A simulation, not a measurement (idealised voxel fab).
process module | voxel spacer lines
cross-section cut | 220 nm wide | cells 5 nm
A cross-section is a grid of square cells, given in bands from the top down. A band is one or more rows of cells.
Each band's line starts with the height of the band's top and of its bottom, in nm. Then come its materials from left to right, each with its width in nm. One material with "throughout" fills the band from edge to edge. "air" is empty space.
Height 0 is the level under which the wafer as received is all one material. The lowest band goes on downwards, as in "0 down".
A width such as "30 to 40" changes by the same amount from each row of cells to the next, from the band's top row to its bottom row.
"no change" after a step means that no cell of the cross-section changed.
closed voids: empty space of 8 cells or more with no open way to the top, each as width x height at its distance from the left edge, in nm
after a step's settings: what the simulator itself notes on the step
overlay nm, on a step with a mask: how far to the right of its planned place the mask lay; to the left if negative
plan
1 op RECEIVE | material Si
2 op CONFORMAL_DEP | material Al2O3 | thk nm 5
3 op DIRECTIONAL_DEP | material polySi | thk nm 10
4 op DIRECTIONAL_DEP | material aC | thk nm 25
5 op PATTERN | tone cover | mask id MANDREL | material resist | width nm 25 | pitch nm 80 | thk nm 35 | overlay nm 0
6 op DIRECTIONAL_ETCH | etch materials aC | depth nm 25
7 op STRIP | etch materials resist
8 op CONFORMAL_DEP | material SiN | thk nm 15
9 op DIRECTIONAL_ETCH | etch materials SiN | depth nm 15
10 op STRIP | etch materials aC
11 op DIRECTIONAL_ETCH | etch materials polySi | depth nm 10
12 op STRIP | etch materials SiN
first wafer, as planned
as received, after step 1
  0 down: Si throughout
  closed voids: none
after step 2
  5 to 0: Al2O3 throughout
  below 0: unchanged
after step 3
  15 to 5: polySi throughout
  below 5: unchanged
after step 4
  40 to 15: aC throughout
  below 15: unchanged
after step 5
  75 to 40: air 15 | resist 25 | air 55 | resist 25 | air 55 | resist 25 | air 20
  below 40: unchanged
after step 6
  50 to 40: air 15 | resist 25 | air 55 | resist 25 | air 55 | resist 25 | air 20
  40 to 15: air 15 | aC 25 | air 55 | aC 25 | air 55 | aC 25 | air 20
  below 15: unchanged
after step 7
  40 to 15: air 15 | aC 25 | air 55 | aC 25 | air 55 | aC 25 | air 20
  below 15: unchanged
after step 8
  55 to 40: SiN 55 | air 25 | SiN 55 | air 25 | SiN 55 | air 5
  40 to 30: SiN 15 | aC 25 | SiN 15 | air 25 | SiN 15 | aC 25 | SiN 15 | air 25 | SiN 15 | aC 25 | SiN 15 | air 5
  30 to 15: SiN 15 | aC 25 | SiN 55 | aC 25 | SiN 55 | aC 25 | SiN 20
  below 15: unchanged
after step 9
  40 to 15: SiN 15 | aC 25 | SiN 15 | air 25 | SiN 15 | aC 25 | SiN 15 | air 25 | SiN 15 | aC 25 | SiN 15 | air 5
  below 15: unchanged
after step 10
  40 to 15: SiN 15 | air 25 | SiN 15 | air 25 | SiN 15 | air 25 | SiN 15 | air 25 | SiN 15 | air 25 | SiN 15 | air 5
  below 15: unchanged
after step 11
  40 to 15: SiN 15 | air 25 | SiN 15 | air 25 | SiN 15 | air 25 | SiN 15 | air 25 | SiN 15 | air 25 | SiN 15 | air 5
  15 to 5: polySi 15 | air 25 | polySi 15 | air 25 | polySi 15 | air 25 | polySi 15 | air 25 | polySi 15 | air 25 | polySi 15 | air 5
  below 5: unchanged
after step 12
  15 to 5: polySi 15 | air 25 | polySi 15 | air 25 | polySi 15 | air 25 | polySi 15 | air 25 | polySi 15 | air 25 | polySi 15 | air 5
  below 5: unchanged
second wafer: like start, like plan, one mistake. Through step 4 it matches the first wafer
when step 5 should have ended
  75 to 40: resist 15 | air 25 | resist 55 | air 25 | resist 55 | air 25 | resist 20
  below 40: unchanged
when step 6 should have ended
  50 to 40: resist 15 | air 25 | resist 55 | air 25 | resist 55 | air 25 | resist 20
  40 to 15: aC 15 | air 25 | aC 55 | air 25 | aC 55 | air 25 | aC 20
  below 15: unchanged
when step 7 should have ended
  40 to 15: aC 15 | air 25 | aC 55 | air 25 | aC 55 | air 25 | aC 20
  below 15: unchanged
when step 8 should have ended
  55 to 40: SiN throughout
  40 to 15: aC 15 | SiN 25 | aC 55 | SiN 25 | aC 55 | SiN 25 | aC 20
  below 15: unchanged
when step 9 should have ended
  40 to 15: aC 15 | SiN 25 | aC 55 | SiN 25 | aC 55 | SiN 25 | aC 20
  below 15: unchanged
when step 10 should have ended
  40 to 15: air 15 | SiN 25 | air 55 | SiN 25 | air 55 | SiN 25 | air 20
  below 15: unchanged
when step 11 should have ended
  40 to 15: air 15 | SiN 25 | air 55 | SiN 25 | air 55 | SiN 25 | air 20
  15 to 5: air 15 | polySi 25 | air 55 | polySi 25 | air 55 | polySi 25 | air 20
  below 5: unchanged
when step 12 should have ended
  15 to 5: air 15 | polySi 25 | air 55 | polySi 25 | air 55 | polySi 25 | air 20
  below 5: unchanged
what went wrong: step 5 ran as: op PATTERN | tone open | mask id MANDREL | material resist | width nm 25 | pitch nm 80 | thk nm 35 | overlay nm 0
at the end the second wafer has, in cells: 6 fewer of polySi
